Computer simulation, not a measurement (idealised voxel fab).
This section sets out a process module, namely voxel self aligned contacts.
FYI the section here is cut, 225 nm wide, cells are 5 nm squares.
When this document writes out a cross-section, it uses a grid of square cells and lists it as bands, beginning at the top and moving down, with a band standing for one or more rows of cells. Band: top and bottom heights (nm) first, top before bottom; then materials from left to right, widths in nm. "all across" marks a sole material filling the band edge to edge. "blank" denotes empty space. Zero point of the height axis is 0; under it, received wafer = one material. Lowest band: continues down indefinitely, "0 nm and below". Graded width ("30..40"): value in top row of band = first number; value in bottom row = second number; row-to-row change constant. Any step labelled "nothing changed" changed none of the cells in the cross-section. Entry "Voids, sealed". Content: empty spaces with no open connection to the top, size 8 cells or greater. Each: width x height at distance. Distance: from left edge. Unit: nm. Post-settings text on a step line: simulator's own remark regarding the step. Steps that use a mask can have "overlay nm" on their line. It says how far the mask sat to the right of where it was meant to be. Negative means to the left.
Steps planned for the process
1: RECEIVE | material Si
2: OXIDIZE | depth nm 5
3: DIRECTIONAL_DEP | material polySi | thk nm 20
4: DIRECTIONAL_DEP | material SiN | thk nm 25
5: DIRECTIONAL_DEP | material aC | thk nm 10
6: PATTERN | tone cover | mask id GATE | material resist | width nm 25 | pitch nm 70 | thk nm 25 | overlay nm 0
7: DIRECTIONAL_ETCH | etch materials aC | depth nm 10
8: STRIP | etch materials resist
9: DIRECTIONAL_ETCH | etch materials SiN | depth nm 25
10: DIRECTIONAL_ETCH | etch materials polySi | depth nm 20
11: STRIP | etch materials aC
12: CONFORMAL_DEP | material SiN | thk nm 10
13: DIRECTIONAL_ETCH | etch materials SiN | depth nm 10
14: FILL_DEP | material SiO2 | thk nm 15
15: CMP | height nm 50
16: DIRECTIONAL_DEP | material aC | thk nm 10
17: PATTERN | tone open | mask id CONTACT | material resist | width nm 55 | pitch nm 70 | thk nm 30 | overlay nm 0
18: DIRECTIONAL_ETCH | etch materials aC | depth nm 10
19: STRIP | etch materials resist
20: DIRECTIONAL_ETCH | etch materials SiO2 | depth nm 55
21: STRIP | etch materials aC
22: CONFORMAL_DEP | material TiN | thk nm 5
23: FILL_DEP | material Ru | thk nm 10
24: CMP | height nm 50
25: CONFORMAL_DEP | material SiN | thk nm 5
Incoming wafer, cross-sectional view, post step 1
    0 nm and below  Si all across
    Voids, sealed: none
Wafer at module end, in section. Began as above, planned as above, run with one mistake
    55 nm to 50 nm  SiN all across
    50 nm to 45 nm  SiO2 (55), then TiN (15), then Ru (15), then TiN (15), then SiO2 (25), then TiN (15), then Ru (15), then TiN (15), then SiO2 (55)
    45 nm to 20 nm  SiO2 (20), then SiN (45), then TiN (5), then Ru (15), then TiN (5), then SiN (45), then TiN (5), then Ru (15), then TiN (5), then SiN (45), then SiO2 (20)
    20 nm to 0 nm  SiO2 (20), then SiN (10), then polySi (25), then SiN (10), then TiN (5), then Ru (15), then TiN (5), then SiN (10), then polySi (25), then SiN (10), then TiN (5), then Ru (15), then TiN (5), then SiN (10), then polySi (25), then SiN (10), then SiO2 (20)
    0 nm to -5 nm  SiO2 (65), then TiN (25), then SiO2 (45), then TiN (25), then SiO2 (65)
    -5 nm and below  Si all across
    Voids, sealed: none
What went wrong in running the wafer? step 17 did not use the planned setting and instead ran as PATTERN | tone open | mask id CONTACT | material resist | width nm 45 | pitch nm 70 | thk nm 30 | overlay nm 0
